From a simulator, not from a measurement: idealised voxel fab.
The following is a process module called voxel released beams.
It is cross-section cut that appears here, measuring 210 nm in width, its square cells being 5 nm in size.
Cross-section = grid of square cells, listed top down in bands; band = one or more rows.
Band: top and bottom heights (nm) first, top before bottom; then materials from left to right, widths in nm. "edge to edge" marks a sole material filling the band edge to edge. "empty" denotes empty space.
Below 0: as-received wafer, all one material; heights counted from there. Lowest band: no bottom, goes on down, written "0 -> down".
The expression "30->40" gives the width at the extremes of the band, the first number at its top row of cells and the second at its bottom row, with the width changing by equal amounts from each row to the next in between.
Reading "stayed the same" for a step: not a cell of the cross-section changed in it.
Closed empty spaces (no open way to the top) of 8 cells or more are what "Enclosed voids" lists, each as width x height at distance from the left edge, nm for all three.
On a step's line, text after the settings is the simulator commenting on that step.
The "overlay nm" setting may appear on a step's line; for a step that uses a mask, it gives how far to the right of its planned position the mask lay, and a negative value indicates the left.
Listed below are the process steps as planned:
1) RECEIVE [material Si]
2) CONFORMAL_DEP [material Al2O3] [thk nm 5]
3) DIRECTIONAL_DEP [material SiO2] [thk nm 20]
4) DIRECTIONAL_DEP [material aC] [thk nm 10]
5) PATTERN [tone open] [mask id ANCHOR] [material resist] [width nm 35] [thk nm 25] [overlay nm 0]
6) DIRECTIONAL_ETCH [etch materials aC] [depth nm 10]
7) STRIP [etch materials resist]
8) DIRECTIONAL_ETCH [etch materials SiO2] [depth nm 20]
9) STRIP [etch materials aC]
10) CONFORMAL_DEP [material W] [thk nm 10]
11) MASKED_ETCH [tone cover] [mask id BEAM] [width nm 80] [etch materials W] [depth nm 10] [overlay nm 0]
12) STRIP [etch materials SiO2]
This is the cross-section of the wafer as we received it, i.e. after step 1:
* 0 -> down: Si edge to edge
* Enclosed voids: none
Run as planned - first of the two wafers cross-sectioned at the end of the module:
* 35 -> 25: 60 nm empty, 15 nm W, 15 nm empty, 50 nm W, 70 nm empty
* 25 -> 15: 65 nm empty, 10 nm W, 15 nm empty, 10 nm W, 110 nm empty
* 15 -> 5: 65 nm empty, 35 nm W, 110 nm empty
* 5 -> 0: Al2O3 edge to edge
* 0 -> down: Si edge to edge
* Enclosed voids: none
Cross-section, second wafer: same start as the first, same plan as the first, one mistake in running it; taken at the end of the module:
* 25 -> 5: 65 nm empty, 10 nm W, 15 nm empty, 10 nm W, 110 nm empty
* 5 -> 0: Al2O3 edge to edge
* 0 -> down: Si edge to edge
* Enclosed voids: none
Plan not followed: for step 11, the planned setting was not used; the step was instead run as MASKED_ETCH [tone open] [mask id BEAM] [width nm 80] [etch materials W] [depth nm 10] [overlay nm 0]
Heads up, by the end the second wafer has more or fewer cells of some materials compared to the first: -32 W
